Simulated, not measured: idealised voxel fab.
Presented below is a process module, voxel local oxidation.
Cross-section cut spans 240 nm and uses square cells 5 nm in size.
If you're reading a cross-section in this doc, picture square cells in a grid; it comes to you as bands, top ones listed first down to the bottom, and a band can be one or more rows of cells. It is stipulated that each band's entry specify, in nanometres, the height of the top of the band and then that of its bottom, followed by the materials of the band in left-to-right sequence, each together with its width in nanometres. A single material marked by the word "everywhere" is understood to fill the band from edge to edge; the word "air" is understood to denote empty space. Note: height 0 marks the level under which the wafer is uniformly one material as received. Lowest band unbounded below, written "0 -> down". With a width like "30..40", each row of cells in the band differs from the next by the same amount, the top row carrying the first number and the bottom row the second. You'll sometimes find "no alterations made" written for a step, and that's the way of saying that nowhere in the cross-section did a cell change during that step. Basically, "Enclosed cavity list" tells you about the enclosed voids: empty spaces with no open way to the top, 8 cells or bigger, each written width x height at distance, where distance is from the left edge, all in nm. Heads up: the bit after the settings on a step's line is the simulator's remark on that step. "overlay nm" on a masked step: distance the mask lay right of its planned place, negative for left.

# The process steps that were planned are listed below
- 1: RECEIVE,material Si
- 2: CONFORMAL_DEP,material SiO2,thk nm 5
- 3: CONFORMAL_DEP,material SiN,thk nm 10
- 4: DIRECTIONAL_DEP,material aC,thk nm 15
- 5: PATTERN,tone cover,mask id ACTIVE,material resist,width nm 115,thk nm 30,overlay nm 0
- 6: DIRECTIONAL_ETCH,etch materials aC,depth nm 15
- 7: STRIP,etch materials resist
- 8: DIRECTIONAL_ETCH,etch materials SiN,depth nm 10
- 9: STRIP,etch materials aC
- 10: SELECTIVE_ETCH,etch materials SiO2,depth nm 5
- 11: OXIDIZE,depth nm 10
- 12: STRIP,etch materials SiN

# Cross-section: wafer on arrival = after step 1
> 0 -> down = Si everywhere
> Enclosed cavity list: none

# Cross-section: first of two wafers, module finished, run according to plan
> 5 -> 0 = 65 nm air, 105 nm SiO2, 70 nm air
> 0 -> -10 = 75 nm SiO2, 85 nm Si, 80 nm SiO2
> -10 -> down = Si everywhere
> Enclosed cavity list: none

# Cross-section, second wafer: same start as the first, same plan as the first, one mistake in running it; taken at the end of the module
> 10 -> 0 = SiO2 everywhere
> 0 -> down = Si everywhere
> Enclosed cavity list: none
Which mistake was made when the wafer was run? step 3 did not happen as planned, as run it was CONFORMAL_DEP,material SiO2,thk nm 10
Heads up, by the end the second wafer has more or fewer cells of some materials compared to the first: Si: 62 more | SiO2: 13 more
